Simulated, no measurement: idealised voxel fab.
The following is a process module called voxel fin reveal.
Square cell edge 5 nm, section width 215 nm, ID cut.
For the purposes of this document, a cross-section shall be understood as a grid of square cells, specified as bands listed in top-to-bottom order, each band consisting of one or more rows of cells.
The entry gives the band's vertical extent as a top height and a bottom height in nm, then its horizontal make-up as materials from left to right, each with a width in nm. "blank" stands for empty space; a single material marked "full width" fills the band edge to edge.
Basically, 0 is our baseline, since under it the wafer straight out of the box is all one material. The bottom band has no lower end and keeps on going down, so it looks like "from 0 down".
With a width like "30..40", each row of cells in the band differs from the next by the same amount, the top row carrying the first number and the bottom row the second.
You'll sometimes find "identical to before" written for a step, and that's the way of saying that nowhere in the cross-section did a cell change during that step.
Entry "Catalogued sealed voids". Content: empty spaces with no open connection to the top, size 8 cells or greater. Each: width x height at distance. Distance: from left edge. Unit: nm.
Step line, after settings: the simulator's comment on this step.
You can add "overlay nm" to a step's line. For a step with a mask, it describes how far the mask lay to the right of its planned position, and a negative number describes a lay to the left.

### Listed below are the process steps as planned
1) op RECEIVE | material Si
2) op CONFORMAL_DEP | material SiN | thk nm 5
3) op DIRECTIONAL_DEP | material aC | thk nm 15
4) op PATTERN | tone cover | mask id FINS | material resist | width nm 15 | pitch nm 40 | thk nm 35 | overlay nm 0
5) op DIRECTIONAL_ETCH | etch materials aC | depth nm 15
6) op STRIP | etch materials resist
7) op DIRECTIONAL_ETCH | etch materials SiN | depth nm 5
8) op DIRECTIONAL_ETCH | etch materials Si | depth nm 40
9) op STRIP | etch materials aC
10) op OXIDIZE | depth nm 5
11) op FILL_DEP | material SiO2 | thk nm 10
12) op CMP | height nm 5
13) op SELECTIVE_ETCH | etch materials SiO2 | depth nm 15
14) op STRIP | etch materials SiN
15) op CONFORMAL_DEP | material HfO2 | thk nm 5

### This is the cross-section of the wafer as we received it, i.e. after step 1
  from 0 down: Si full width
  Catalogued sealed voids: none

### Same starting wafer, same plan as above, one mistake in the execution; this is the cross-section at the end of the module
  from 5 to 0: 60 nm blank  15 nm HfO2  25 nm blank  15 nm HfO2  25 nm blank  15 nm HfO2  60 nm blank
  from 0 to -20: 60 nm blank  5 nm HfO2  5 nm Si  5 nm HfO2  25 nm blank  5 nm HfO2  5 nm Si  5 nm HfO2  25 nm blank  5 nm HfO2  5 nm Si  5 nm HfO2  60 nm blank
  from -20 to -25: 65 nm HfO2  5 nm Si  35 nm HfO2  5 nm Si  35 nm HfO2  5 nm Si  65 nm HfO2
  from -25 to -45: 65 nm SiO2  5 nm Si  35 nm SiO2  5 nm Si  35 nm SiO2  5 nm Si  65 nm SiO2
  from -45 down: Si full width
  Catalogued sealed voids: none
Heads up, the wafer didn't run the way we planned it: step 13 of the plan was carried out twice
